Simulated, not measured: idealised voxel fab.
The following process module bears the name voxel self aligned contacts.
We display cut, a cross-section 235 nm in width whose square cells are each 5 nm.
Cross-section spec: square-cell grid; bands listed top down; each band is one or more rows.
Look at the band entry: it leads with the top's height and the bottom's height in nm. Then it lists the materials left to right, with a width in nm for each. The word "all across" on a single material says that material fills the band edge to edge. The word "empty" is empty space.
Below 0: as-received wafer, all one material; heights counted from there. Lowest band: no bottom, goes on down, written "top 0, no bottom".
Read "30 to 40" as a graded width: first number on top, second number at the bottom, same change between each pair of neighbouring rows.
"nothing altered", as given for a step, is the statement that not any cell of the cross-section underwent a change during that step.
Entry "Sealed internal voids". Content: empty spaces with no open connection to the top, size 8 cells or greater. Each: width x height at distance. Distance: from left edge. Unit: nm.
Post-settings text on a step line: simulator's own remark regarding the step.
overlay nm: where the mask lay relative to plan, measured to the right, on steps with a mask; negatives go left.
Process steps - plan:
| 1 | RECEIVE | material Si |
| 2 | CONFORMAL_DEP | material SiO2 | thk nm 5 |
| 3 | DIRECTIONAL_DEP | material polySi | thk nm 30 |
| 4 | DIRECTIONAL_DEP | material SiN | thk nm 15 |
| 5 | PATTERN | tone cover | mask id GATE | material resist | width nm 25 | pitch nm 50 | thk nm 20 | overlay nm 0 |
| 6 | DIRECTIONAL_ETCH | etch materials SiN | depth nm 15 |
| 7 | DIRECTIONAL_ETCH | etch materials polySi | depth nm 30 |
| 8 | STRIP | etch materials resist |
| 9 | CONFORMAL_DEP | material SiN | thk nm 5 |
| 10 | DIRECTIONAL_ETCH | etch materials SiN | depth nm 5 |
| 11 | FILL_DEP | material SiO2 | thk nm 15 |
| 12 | CMP | height nm 60 |
| 13 | PATTERN | tone open | mask id CONTACT | material resist | width nm 35 | pitch nm 50 | thk nm 15 | overlay nm 0 |
| 14 | DIRECTIONAL_ETCH | etch materials SiO2 | depth nm 60 |
| 15 | STRIP | etch materials resist |
| 16 | CONFORMAL_DEP | material TiN | thk nm 5 |
| 17 | FILL_DEP | material Ru | thk nm 10 |
| 18 | CMP | height nm 60 |
| 19 | CONFORMAL_DEP | material SiCN | thk nm 5 |
Step 1 complete: cross-section of the wafer as received:
> top 0, no bottom  Si all across
> Sealed internal voids: none
What the wafer looks like in cross-section after this module, when it starts as shown above and follows the plan above but one mistake is made in running it:
> top 65, bottom 60  SiCN all across
> top 60, bottom 50  SiO2 75, then TiN 5 to 15, then Ru 25 to 10, then TiN 5 to 10, then SiO2 15, then TiN 5 to 15, then Ru 25 to 10, then TiN 5 to 10, then SiO2 75
> top 50, bottom 35  SiO2 55, then SiN 30, then TiN 5, then Ru 10, then TiN 5, then SiN 30, then TiN 5, then Ru 10, then TiN 5, then SiN 30, then SiO2 50
> top 35, bottom 5  SiO2 55, then SiN 5, then polySi 20, then SiN 5, then TiN 5, then Ru 10, then TiN 5, then SiN 5, then polySi 20, then SiN 5, then TiN 5, then Ru 10, then TiN 5, then SiN 5, then polySi 20, then SiN 5, then SiO2 50
> top 5, bottom 0  SiO2 85, then TiN 20, then SiO2 30, then TiN 20, then SiO2 80
> top 0, no bottom  Si all across
> Sealed internal voids: none
So what did we get wrong on this run? step 5 deviated from plan and actually ran as PATTERN | tone cover | mask id GATE | material resist | width nm 20 | pitch nm 50 | thk nm 20 | overlay nm 0
